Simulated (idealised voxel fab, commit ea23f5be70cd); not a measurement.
Process module under the name voxel spacer lines
Xsec cut, 180 nm wide, square cell size 5 nm.
A cross-section in this document is a grid of square cells, and it is written down as bands, the top band listed before the ones below it; a band is made up of one or more rows of cells. Basically the band line says how high the top is and how high the bottom is, in nm, and then what's in it from left to right, every material with its width in nm. Empty space shows up as "air", and if a single material carries "throughout" it runs the full band edge to edge. Heads up on the height convention: 0 is the point under which the incoming wafer is all one material, and the lowest band has no bottom, it just keeps going down, like "0 -> down". Width "30..40": first value at the band's top row of cells, second value at its bottom row, equal change from row to row. "nothing altered" (step): cross-section cells unchanged, all of them. The label "Enclosed cavity list" introduces a list of the empty spaces, 8 cells or larger, that have no open way up to the top; each entry in it reads width x height at distance, where the distance is taken from the left edge and all three are stated in nm. Post-settings text on a step line: simulator's own remark regarding the step. The setting "overlay nm" may be written on the line of a step. When the step uses a mask, the value reports how far to the right of the planned place the mask lay, and a negative value reports that it lay to the left.
The steps planned for the process are as follows:
1 op RECEIVE | material Si
2 op CONFORMAL_DEP | material Al2O3 | thk nm 5
3 op DIRECTIONAL_DEP | material polySi | thk nm 15
4 op DIRECTIONAL_DEP | material aC | thk nm 20
5 op PATTERN | tone cover | mask id MANDREL | material resist | width nm 20 | pitch nm 60 | thk nm 25 | overlay nm 0
6 op DIRECTIONAL_ETCH | etch materials aC | depth nm 20
7 op STRIP | etch materials resist
8 op CONFORMAL_DEP | material SiO2 | thk nm 10
9 op DIRECTIONAL_ETCH | etch materials SiO2 | depth nm 10
10 op STRIP | etch materials aC
11 op DIRECTIONAL_ETCH | etch materials polySi | depth nm 15
12 op STRIP | etch materials SiO2
Cross-section of the wafer as it came to us, i.e., already through step 1:
0 -> down: Si throughout
Enclosed cavity list: none
Wafer cross-section at end of module: start and plan as shown above, one execution error:
20 -> 5: air (50) | polySi (20) | air (40) | polySi (20) | air (50)
5 -> 0: Al2O3 throughout
0 -> down: Si throughout
Enclosed cavity list: none
What broke from the plan during processing? heads up, step 5 didn't go per plan, it actually ran as op PATTERN | tone open | mask id MANDREL | material resist | width nm 20 | pitch nm 60 | thk nm 25 | overlay nm 0
